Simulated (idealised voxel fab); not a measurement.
The following is a process module called voxel capacitor over wiring.
For reference, the cross-section in this document is cut, with width 165 nm and square cells of 5 nm.
Cross-section spec: square-cell grid; bands listed top down; each band is one or more rows.
Look at the band entry: it leads with the top's height and the bottom's height in nm. Then it lists the materials left to right, with a width in nm for each. The word "throughout" on a single material says that material fills the band edge to edge. The word "blank" is empty space.
Convention: height 0 is the level below which the wafer, as received, is all one material. The lowest band does not terminate at the bottom but continues downward, represented as "top 0, no bottom".
The width entry "30 to 40" should be interpreted row by row: the top row of cells in the band takes the first number, the bottom row takes the second number, and the change between adjacent rows is uniform throughout.
No cell of the cross-section changed in a step that is given as "everything unchanged".
What "Closed cavities" gives you is every empty space of 8 cells or more that is cut off from the top. Each appears as width x height at distance, with the distance taken from the left edge and width, height and distance all in nm.
What comes after the settings on a step's line is commentary from the simulator itself on that step.
"overlay nm", when on a step's line for a step with a mask, measures how far to the right of its planned place the mask lay; a negative measure means to the left.

**Below is the list of planned process steps**
| 1 | RECEIVE with material Si |
| 2 | CONFORMAL_DEP with material SiO2, thk nm 10 |
| 3 | DIRECTIONAL_DEP with material TiN, thk nm 5 |
| 4 | DIRECTIONAL_DEP with material W, thk nm 15 |
| 5 | PATTERN with tone cover, mask id METAL_1, material resist, width nm 30, pitch nm 85, thk nm 15, overlay nm 0 |
| 6 | DIRECTIONAL_ETCH with etch materials W, depth nm 15 |
| 7 | DIRECTIONAL_ETCH with etch materials TiN, depth nm 5 |
| 8 | STRIP with etch materials resist |
| 9 | FILL_DEP with material SiO2, thk nm 5 |
| 10 | CMP with height nm 30 |
| 11 | CONFORMAL_DEP with material SiCN, thk nm 5 |
| 12 | DIRECTIONAL_DEP with material SiO2, thk nm 10 |
| 13 | MASKED_ETCH with tone open, mask id PLUG_1, width nm 15, etch materials SiO2, depth nm 10, overlay nm 0 |
| 14 | MASKED_ETCH with tone open, mask id PLUG_1, width nm 15, etch materials SiCN, depth nm 5, overlay nm 0 |
| 15 | EPI with material Ru, thk nm 10 |
| 16 | EPI with material Ru, thk nm 5 |
| 17 | DIRECTIONAL_DEP with material TiN, thk nm 5 |
| 18 | DIRECTIONAL_DEP with material SiN, thk nm 5 |
| 19 | DIRECTIONAL_DEP with material TiN, thk nm 5 |
| 20 | MASKED_ETCH with tone cover, mask id UPPER_PLATE, width nm 60, etch materials TiN, depth nm 5, overlay nm 0 |
| 21 | MASKED_ETCH with tone cover, mask id UPPER_PLATE, width nm 60, etch materials SiN, depth nm 5, overlay nm 0 |
| 22 | MASKED_ETCH with tone cover, mask id LOWER_PLATE, width nm 70, etch materials TiN, depth nm 5, overlay nm 0 |
| 23 | FILL_DEP with material SiO2, thk nm 20 |
| 24 | CMP with height nm 75 |
| 25 | PATTERN with tone open, mask id PLUG_2, material resist, width nm 15, thk nm 20, overlay nm 0 |
| 26 | DIRECTIONAL_ETCH with etch materials SiO2, depth nm 15 |
| 27 | STRIP with etch materials resist |
| 28 | CONFORMAL_DEP with material TiN, thk nm 5 |
| 29 | FILL_DEP with material W, thk nm 5 |
| 30 | CMP with height nm 75 |
| 31 | CONFORMAL_DEP with material SiN, thk nm 5 |

**Step 1 complete: cross-section of the wafer as received**
top 0, no bottom: Si throughout
Closed cavities: none

**Cross-sectional view of the first of the two wafers upon completion of the module, processed in accordance with the plan**
top 80, bottom 75: SiN throughout
top 75, bottom 65: 50 SiO2 | 5 TiN | 5 W | 5 TiN | 100 SiO2
top 65, bottom 55: 50 to 40 SiO2 | 15 to 60 TiN | 100 to 65 SiO2
top 55, bottom 50: 40 SiO2 | 60 SiN | 65 SiO2
top 50, bottom 45: 35 SiO2 | 70 TiN | 60 SiO2
top 45, bottom 35: 40 SiO2 | 15 Ru | 110 SiO2
top 35, bottom 30: 40 SiCN | 15 Ru | 110 SiCN
top 30, bottom 15: 25 SiO2 | 30 W | 55 SiO2 | 30 W | 25 SiO2
top 15, bottom 10: 25 SiO2 | 30 TiN | 55 SiO2 | 30 TiN | 25 SiO2
top 10, bottom 0: SiO2 throughout
top 0, no bottom: Si throughout
Closed cavities: none

**Cross-section at end of module for the second wafer of two, which matched the first in starting point and plan and differed by one mistake in its processing**
top 80, bottom 75: SiN throughout
top 75, bottom 65: 50 SiO2 | 5 TiN | 5 W | 5 TiN | 100 SiO2
top 65, bottom 55: 50 to 55 SiO2 | 15 to 45 TiN | 100 to 65 SiO2
top 55, bottom 50: 55 SiO2 | 45 SiN | 65 SiO2
top 50, bottom 45: 35 SiO2 | 5 TiN | 15 SiO2 | 50 TiN | 60 SiO2
top 45, bottom 40: 40 SiO2 | 15 TiN | 110 SiO2
top 40, bottom 35: 40 SiO2 | 15 SiN | 110 SiO2
top 35, bottom 30: 40 SiCN | 15 TiN | 110 SiCN
top 30, bottom 25: SiO2 throughout
top 25, bottom 10: 25 SiO2 | 30 W | 55 SiO2 | 30 W | 25 SiO2
top 10, bottom 0: SiO2 throughout
top 0, no bottom: Si throughout
Closed cavities: none
What was the processing mistake? step 3 of the plan did not run at all; it was left out
Final wafer comparison in cells, second versus first, more or fewer per material: Ru -9, SiO2 +21, TiN -12
